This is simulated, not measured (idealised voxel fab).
process module | voxel released beams
cross-section cut | 270 nm wide | cells 5 nm
A cross-section is a grid of square cells, given in bands from the top down. A band is one or more rows of cells.
Each band's line starts with the height of the band's top and of its bottom, in nm. Then come its materials from left to right, each with its width in nm. One material with "throughout" fills the band from edge to edge. "air" is empty space.
Height 0 is the level under which the wafer as received is all one material. The lowest band goes on downwards, as in "0 down".
A width such as "30 to 40" changes by the same amount from each row of cells to the next, from the band's top row to its bottom row.
"no change" after a step means that no cell of the cross-section changed.
closed voids: empty space of 8 cells or more with no open way to the top, each as width x height at its distance from the left edge, in nm
after a step's settings: what the simulator itself notes on the step
overlay nm, on a step with a mask: how far to the right of its planned place the mask lay; to the left if negative
plan
1 op RECEIVE | material Si
2 op CONFORMAL_DEP | material Al2O3 | thk nm 5
3 op DIRECTIONAL_DEP | material SiO2 | thk nm 10
4 op MASKED_ETCH | tone open | mask id ANCHOR | width nm 25 | etch materials SiO2 | depth nm 10 | overlay nm 0
5 op CONFORMAL_DEP | material W | thk nm 10
6 op MASKED_ETCH | tone cover | mask id BEAM | width nm 105 | etch materials W | depth nm 10 | overlay nm 0
7 op STRIP | etch materials SiO2
first wafer, as planned
as received, after step 1
  0 down: Si throughout
  closed voids: none
after step 2
  5 to 0: Al2O3 throughout
  below 0: unchanged
after step 3
  15 to 5: SiO2 throughout
  below 5: unchanged
after step 4
  15 to 5: SiO2 85 | air 25 | SiO2 160
  below 5: unchanged
after step 5
  25 to 15: W 95 | air 5 | W 170
  15 to 5: SiO2 85 | W 25 | SiO2 160
  below 5: unchanged
after step 6
  25 to 15: air 80 | W 15 | air 5 | W 85 | air 85
  below 15: unchanged
after step 7
  25 to 15: air 80 | W 15 | air 5 | W 85 | air 85
  15 to 5: air 85 | W 25 | air 160
  below 5: unchanged
second wafer: like start, like plan, one mistake. Through step 3 it matches the first wafer
when step 4 should have ended
  15 to 5: SiO2 85 | air 25 | SiO2 160
  below 5: unchanged
when step 5 should have ended
  25 to 15: W 95 | air 5 | W 170
  15 to 5: SiO2 85 | W 25 | SiO2 160
  below 5: unchanged
when step 6 should have ended
  25 to 15: air 80 | W 15 | air 5 | W 85 | air 85
  below 15: unchanged
when step 7 should have ended
  25 to 15: air 80 | W 15 | air 5 | W 85 | air 85
  15 to 5: air 85 | W 25 | air 160
  below 5: unchanged
what went wrong: step 4 was run twice
at the end the two cross-sections are the same: no effect in what this model computes
